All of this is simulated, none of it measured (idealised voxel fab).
Name of the process module below: voxel ribs on slabs
cross-section cut | 155 nm wide | cells 5 nm
When this document writes out a cross-section, it uses a grid of square cells and lists it as bands, beginning at the top and moving down, with a band standing for one or more rows of cells. It is stipulated that each band's entry specify, in nanometres, the height of the top of the band and then that of its bottom, followed by the materials of the band in left-to-right sequence, each together with its width in nanometres. A single material marked by the word "everywhere" is understood to fill the band from edge to edge; the word "empty" is understood to denote empty space. The reference from which all heights are counted is 0, the level beneath which the as-received wafer is entirely one material; the lowest band, having no lower bound, proceeds downward and is written after the example "0 and below". Width: "30->40" (first number = top row, second number = bottom row, same change from row to row of cells). You'll sometimes find "left unchanged" written for a step, and that's the way of saying that nowhere in the cross-section did a cell change during that step. Look at "Entrapped voids" for the closed voids: empty spaces with no open path to the top, sized 8 cells or up. Each is width x height at distance, distance from the left edge, all nm. Step line, after settings: the simulator's comment on this step. A step line may carry the setting "overlay nm", which, for steps involving a mask, states the distance by which the mask lay to the right of its intended position; negative values denote displacement to the left.

Intended process steps
1) RECEIVE: material Si
2) DIRECTIONAL_DEP: material SiO2, thk nm 20
3) DIRECTIONAL_DEP: material polySi, thk nm 25
4) MASKED_ETCH: tone cover, mask id RIB, width nm 20, etch materials polySi, depth nm 20, overlay nm 0
5) MASKED_ETCH: tone cover, mask id SLAB, width nm 70, etch materials polySi, depth nm 5, overlay nm 0
6) FILL_DEP: material SiO2, thk nm 20
7) CMP: height nm 55
8) DIRECTIONAL_DEP: material TiN, thk nm 10
9) PATTERN: tone cover, mask id HEATER, material resist, width nm 30, thk nm 20, overlay nm 0
10) DIRECTIONAL_ETCH: etch materials TiN, depth nm 10
11) STRIP: etch materials resist
12) CONFORMAL_DEP: material SiO2, thk nm 5

This is the cross-section of the wafer as we received it, i.e. after step 1
    0 and below: Si everywhere
    Entrapped voids: none

The module was run from the start shown above using the plan shown above, but one mistake was made doing it; the resulting wafer cross-section is below
    70 down to 65: empty 45  SiO2 40  empty 70
    65 down to 60: empty 45  SiO2 5  TiN 30  SiO2 5  empty 70
    60 down to 55: SiO2 50  TiN 30  SiO2 75
    55 down to 45: SiO2 everywhere
    45 down to 25: SiO2 65  polySi 20  SiO2 70
    25 down to 20: SiO2 40  polySi 70  SiO2 45
    20 down to 0: SiO2 everywhere
    0 and below: Si everywhere
    Entrapped voids: none
What broke from the plan during processing? step 9 did not happen as planned, as run it was PATTERN: tone cover, mask id HEATER, material resist, width nm 30, thk nm 20, overlay nm -10
